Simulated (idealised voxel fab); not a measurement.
process module | voxel ribs on slabs
cross-section cut | 140 nm wide | cells 5 nm
A cross-section is a grid of square cells, given in bands from the top down. A band is one or more rows of cells.
Each band's line starts with the height of the band's top and of its bottom, in nm. Then come its materials from left to right, each with its width in nm. One material with "throughout" fills the band from edge to edge. "air" is empty space.
Height 0 is the level under which the wafer as received is all one material. The lowest band goes on downwards, as in "0 down".
A width such as "30 to 40" changes by the same amount from each row of cells to the next, from the band's top row to its bottom row.
"no change" after a step means that no cell of the cross-section changed.
closed voids: empty space of 8 cells or more with no open way to the top, each as width x height at its distance from the left edge, in nm
after a step's settings: what the simulator itself notes on the step
overlay nm, on a step with a mask: how far to the right of its planned place the mask lay; to the left if negative
plan
1 op RECEIVE | material Si
2 op DIRECTIONAL_DEP | material SiO2 | thk nm 20
3 op DIRECTIONAL_DEP | material SiN | thk nm 15
4 op DIRECTIONAL_DEP | material aC | thk nm 15
5 op PATTERN | tone cover | mask id RIB | material resist | width nm 25 | thk nm 35 | overlay nm 0
6 op DIRECTIONAL_ETCH | etch materials aC | depth nm 15
7 op STRIP | etch materials resist
8 op DIRECTIONAL_ETCH | etch materials SiN | depth nm 10
9 op STRIP | etch materials aC
10 op DIRECTIONAL_DEP | material aC | thk nm 10
11 op PATTERN | tone cover | mask id SLAB | material resist | width nm 75 | thk nm 30 | overlay nm 0
12 op DIRECTIONAL_ETCH | etch materials aC | depth nm 10
13 op STRIP | etch materials resist
14 op DIRECTIONAL_ETCH | etch materials SiN | depth nm 5
15 op STRIP | etch materials aC
16 op FILL_DEP | material SiO2 | thk nm 20
17 op CMP | height nm 50
18 op DIRECTIONAL_DEP | material W | thk nm 10
19 op MASKED_ETCH | tone cover | mask id HEATER | width nm 35 | etch materials W | depth nm 10 | overlay nm 0
20 op CONFORMAL_DEP | material SiO2 | thk nm 10
as received, after step 1
  0 down: Si throughout
  closed voids: none
first wafer at the end, as planned
  70 to 60: air 40 | SiO2 55 | air 45
  60 to 50: SiO2 50 | W 35 | SiO2 55
  50 to 35: SiO2 throughout
  35 to 25: SiO2 55 | SiN 25 | SiO2 60
  25 to 20: SiO2 30 | SiN 75 | SiO2 35
  20 to 0: SiO2 throughout
  0 down: Si throughout
  closed voids: none
second wafer at the end: like start, like plan, one mistake
  70 to 60: air 40 | SiO2 55 | air 45
  60 to 50: SiO2 50 | W 35 | SiO2 55
  50 to 35: SiO2 throughout
  35 to 25: SiO2 55 | SiN 25 | SiO2 60
  25 to 20: SiO2 35 | SiN 75 | SiO2 30
  20 to 0: SiO2 throughout
  0 down: Si throughout
  closed voids: none
what went wrong: step 11 ran as: op PATTERN | tone cover | mask id SLAB | material resist | width nm 75 | thk nm 30 | overlay nm 5
at the end the second wafer has, in cells: as many of each material as the first, in other places
